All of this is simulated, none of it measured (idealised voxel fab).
Module name: voxel released beams (process module)
Cross-section cut spans 170 nm and uses square cells 5 nm in size.
Notation: cross-section as square-cell grid; stated in bands, top first, going down; one or more cell rows per band.
Each band's line starts with the height of the band's top and of its bottom, in nm. Then come its materials from left to right, each with its width in nm. One material with "edge to edge" fills the band from edge to edge. "blank" is empty space.
Convention: height 0 is the level below which the wafer, as received, is all one material. The lowest band does not terminate at the bottom but continues downward, represented as "from 0 down".
Width "30 to 40": first value at the band's top row of cells, second value at its bottom row, equal change from row to row.
Any step labelled "nothing altered" changed none of the cells in the cross-section.
"Enclosed cavity list" lists enclosed empty spaces (at least 8 cells, no open path upward to the top), each as width x height at distance from the left edge, in nm.
The remark found on a step's line after its settings is issued by the simulator itself and pertains to that step.
"overlay nm" answers the question of how far to the right of plan the mask lay on a step that has a mask, and when it is negative the answer is to the left.

# These are the steps we planned for the process
step 1: RECEIVE,material Si
step 2: CONFORMAL_DEP,material SiN,thk nm 10
step 3: DIRECTIONAL_DEP,material SiO2,thk nm 10
step 4: MASKED_ETCH,tone open,mask id ANCHOR,width nm 45,etch materials SiO2,depth nm 10,overlay nm 0
step 5: CONFORMAL_DEP,material W,thk nm 15
step 6: MASKED_ETCH,tone cover,mask id BEAM,width nm 105,etch materials W,depth nm 15,overlay nm 0
step 7: STRIP,etch materials SiO2

# Incoming wafer in cross-section (state: after step 1)
  from 0 down = Si edge to edge
  Enclosed cavity list: none

# a wafer at the end: this start, this plan, one mistake
  from 35 to 25 = blank: 30, W: 65, blank: 75
  from 25 to 20 = blank: 30, W: 105, blank: 35
  from 20 to 10 = blank: 20, W: 15, SiO2: 45, W: 55, blank: 35
  from 10 to 0 = SiN edge to edge
  from 0 down = Si edge to edge
  Enclosed cavity list: none
So what did we get wrong on this run? step 4: run off-plan, actual operation and settings MASKED_ETCH,tone cover,mask id ANCHOR,width nm 45,etch materials SiO2,depth nm 10,overlay nm 0
